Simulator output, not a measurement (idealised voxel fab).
process module | voxel transistor to metal
cross-section cut | 165 nm wide | cells 5 nm
A cross-section is a grid of square cells, given in bands from the top down. A band is one or more rows of cells.
Each band's line starts with the height of the band's top and of its bottom, in nm. Then come its materials from left to right, each with its width in nm. One material with "throughout" fills the band from edge to edge. "air" is empty space.
Height 0 is the level under which the wafer as received is all one material. The lowest band goes on downwards, as in "0 down".
A width such as "30 to 40" changes by the same amount from each row of cells to the next, from the band's top row to its bottom row.
"no change" after a step means that no cell of the cross-section changed.
closed voids: empty space of 8 cells or more with no open way to the top, each as width x height at its distance from the left edge, in nm
after a step's settings: what the simulator itself notes on the step
overlay nm, on a step with a mask: how far to the right of its planned place the mask lay; to the left if negative
plan
1 op RECEIVE | material Si
2 op CONFORMAL_DEP | material SiO2 | thk nm 5
3 op CONFORMAL_DEP | material SiN | thk nm 15
4 op MASKED_ETCH | tone cover | mask id ACTIVE | width nm 105 | etch materials SiN | depth nm 15 | overlay nm 0
5 op MASKED_ETCH | tone cover | mask id ACTIVE | width nm 105 | etch materials SiO2 | depth nm 5 | overlay nm 0
6 op MASKED_ETCH | tone cover | mask id ACTIVE | width nm 105 | etch materials Si | depth nm 25 | overlay nm 0
7 op FILL_DEP | material SiO2 | thk nm 15
8 op CMP | height nm 20
9 op SELECTIVE_ETCH | etch materials SiO2 | depth nm 10
10 op STRIP | etch materials SiN
11 op SELECTIVE_ETCH | etch materials SiO2 | depth nm 5
12 op OXIDIZE | depth nm 5
13 op DIRECTIONAL_DEP | material polySi | thk nm 20
14 op DIRECTIONAL_DEP | material SiCN | thk nm 15
15 op DIRECTIONAL_DEP | material aC | thk nm 10
16 op PATTERN | tone cover | mask id GATE | material resist | width nm 35 | thk nm 25 | overlay nm 0
17 op DIRECTIONAL_ETCH | etch materials aC | depth nm 10
18 op STRIP | etch materials resist
19 op DIRECTIONAL_ETCH | etch materials SiCN | depth nm 25
20 op DIRECTIONAL_ETCH | etch materials polySi | depth nm 30
21 op STRIP | etch materials aC
22 op CONFORMAL_DEP | material SiO2 | thk nm 5
23 op DIRECTIONAL_ETCH | etch materials SiO2 | depth nm 5
24 op CONFORMAL_DEP | material SiN | thk nm 10
25 op DIRECTIONAL_ETCH | etch materials SiN | depth nm 10
26 op DIRECTIONAL_ETCH | etch materials SiO2 | depth nm 5
27 op DIRECTIONAL_ETCH | etch materials Si | depth nm 5
28 op EPI | material nSi | thk nm 10
29 op FILL_DEP | material SiO2 | thk nm 10
30 op CMP | height nm 20
31 op STRIP | etch materials polySi
32 op SELECTIVE_ETCH | etch materials SiO2 | depth nm 5
33 op CONFORMAL_DEP | material HfO2 | thk nm 5
34 op CONFORMAL_DEP | material TiN | thk nm 5
35 op FILL_DEP | material W | thk nm 10
36 op CMP | height nm 15
37 op DIRECTIONAL_DEP | material SiO2 | thk nm 10
38 op MASKED_ETCH | tone open | mask id CONTACT | width nm 15 | pitch nm 80 | etch materials SiO2 | depth nm 20 | overlay nm 0
39 op CONFORMAL_DEP | material TiN | thk nm 5
40 op FILL_DEP | material W | thk nm 5
41 op CMP | height nm 25
42 op CONFORMAL_DEP | material SiCN | thk nm 5
43 op DIRECTIONAL_DEP | material SiO2 | thk nm 20
44 op DIRECTIONAL_DEP | material aC | thk nm 10
45 op PATTERN | tone open | mask id METAL_1 | material resist | width nm 15 | pitch nm 80 | thk nm 25 | overlay nm 0
46 op DIRECTIONAL_ETCH | etch materials aC | depth nm 10
47 op STRIP | etch materials resist
48 op DIRECTIONAL_ETCH | etch materials SiO2 | depth nm 20
49 op DIRECTIONAL_ETCH | etch materials SiCN | depth nm 5
50 op STRIP | etch materials aC
51 op CONFORMAL_DEP | material TiN | thk nm 5
52 op FILL_DEP | material Cu | thk nm 10
53 op CMP | height nm 50
54 op CONFORMAL_DEP | material SiCN | thk nm 5
55 op DIRECTIONAL_DEP | material lowk | thk nm 25
56 op MASKED_ETCH | tone open | mask id METAL_2 | width nm 15 | pitch nm 80 | etch materials lowk | depth nm 15 | overlay nm 0
57 op MASKED_ETCH | tone open | mask id METAL_2_HOLES | width nm 15 | pitch nm 80 | etch materials lowk | depth nm 10 | overlay nm 0
58 op MASKED_ETCH | tone open | mask id METAL_2_HOLES | width nm 15 | pitch nm 80 | etch materials SiCN | depth nm 5 | overlay nm 0
59 op CONFORMAL_DEP | material TiN | thk nm 5
60 op FILL_DEP | material Ru | thk nm 5
61 op CMP | height nm 80
62 op CONFORMAL_DEP | material SiCN | thk nm 5
varied across the wafers: thk nm of step 22. The plan shows the first wafer's value. All wafers start alike
first wafer as received, after step 1
  0 down: Si throughout
  closed voids: none
first wafer at the end, after step 62
  85 to 80: SiCN throughout
  80 to 55: lowk 35 | TiN 5 | Ru 5 | TiN 5 | lowk 65 | TiN 5 | Ru 5 | TiN 5 | lowk 35
  55 to 50: SiCN 35 | TiN 15 | SiCN 65 | TiN 15 | SiCN 35
  50 to 30: SiO2 35 | TiN 5 | Cu 5 | TiN 5 | SiO2 65 | TiN 5 | Cu 5 | TiN 5 | SiO2 35
  30 to 25: SiCN 35 | TiN 15 | SiCN 65 | TiN 15 | SiCN 35
  25 to 15: SiO2 35 | TiN 5 | W 5 | TiN 5 | SiO2 65 | TiN 5 | W 5 | TiN 5 | SiO2 35
  15 to 10: SiO2 35 | TiN 5 | W 5 | TiN 5 | SiN 10 | HfO2 5 | TiN 5 | W 25 | TiN 5 | HfO2 5 | SiN 10 | TiN 5 | W 5 | TiN 5 | SiO2 35
  10 to 5: SiO2 35 | TiN 15 | SiN 10 | HfO2 5 | TiN 5 | W 25 | TiN 5 | HfO2 5 | SiN 10 | TiN 15 | SiO2 35
  5 to 0: SiO2 30 | SiN 10 | nSi 10 | SiN 10 | HfO2 5 | TiN 35 | HfO2 5 | SiN 10 | nSi 10 | SiN 10 | SiO2 30
  0 to -5: SiO2 40 | nSi 10 | SiO2 10 | HfO2 45 | SiO2 10 | nSi 10 | SiO2 40
  -5 to -10: SiO2 30 | Si 10 | nSi 10 | Si 65 | nSi 10 | Si 10 | SiO2 30
  -10 to -25: SiO2 30 | Si 105 | SiO2 30
  -25 down: Si throughout
  closed voids: none
last wafer at the end
  85 to 80: SiCN throughout
  80 to 55: lowk 35 | TiN 5 | Ru 5 | TiN 5 | lowk 65 | TiN 5 | Ru 5 | TiN 5 | lowk 35
  55 to 50: SiCN 35 | TiN 15 | SiCN 65 | TiN 15 | SiCN 35
  50 to 30: SiO2 35 | TiN 5 | Cu 5 | TiN 5 | SiO2 65 | TiN 5 | Cu 5 | TiN 5 | SiO2 35
  30 to 25: SiCN 35 | TiN 15 | SiCN 65 | TiN 15 | SiCN 35
  25 to 15: SiO2 35 | TiN 5 | W 5 | TiN 5 | SiO2 65 | TiN 5 | W 5 | TiN 5 | SiO2 35
  15 to 10: SiO2 35 | TiN 5 | W 5 | TiN 5 | SiO2 10 | HfO2 5 | TiN 5 | W 25 | TiN 5 | HfO2 5 | SiO2 10 | TiN 5 | W 5 | TiN 5 | SiO2 35
  10 to 5: SiO2 35 | TiN 15 | SiO2 10 | HfO2 5 | TiN 5 | W 25 | TiN 5 | HfO2 5 | SiO2 10 | TiN 15 | SiO2 35
  5 to 0: SiO2 60 | HfO2 5 | TiN 35 | HfO2 5 | SiO2 60
  0 to -5: SiO2 60 | HfO2 45 | SiO2 60
  -5 to -25: SiO2 30 | Si 105 | SiO2 30
  -25 down: Si throughout
  closed voids: none
each wafer at the end: cells of each material gained (+) or lost (-) since it was received, then its closed voids
thk nm 5 | +8 Cu | +15 HfO2 | +10 Ru | -85 Si | +87 SiCN | +16 SiN | +270 SiO2 | +77 TiN | +16 W | +135 lowk | +12 nSi | closed voids: none
thk nm 10 | +8 Cu | +15 HfO2 | +10 Ru | -81 Si | +87 SiCN | +12 SiN | +290 SiO2 | +73 TiN | +12 W | +135 lowk | closed voids: none
thk nm 15 | +8 Cu | +15 HfO2 | +10 Ru | -81 Si | +87 SiCN | +4 SiN | +298 SiO2 | +73 TiN | +12 W | +135 lowk | closed voids: none
thk nm 20 | +8 Cu | +15 HfO2 | +10 Ru | -81 Si | +87 SiCN | +294 SiO2 | +77 TiN | +16 W | +135 lowk | closed voids: none
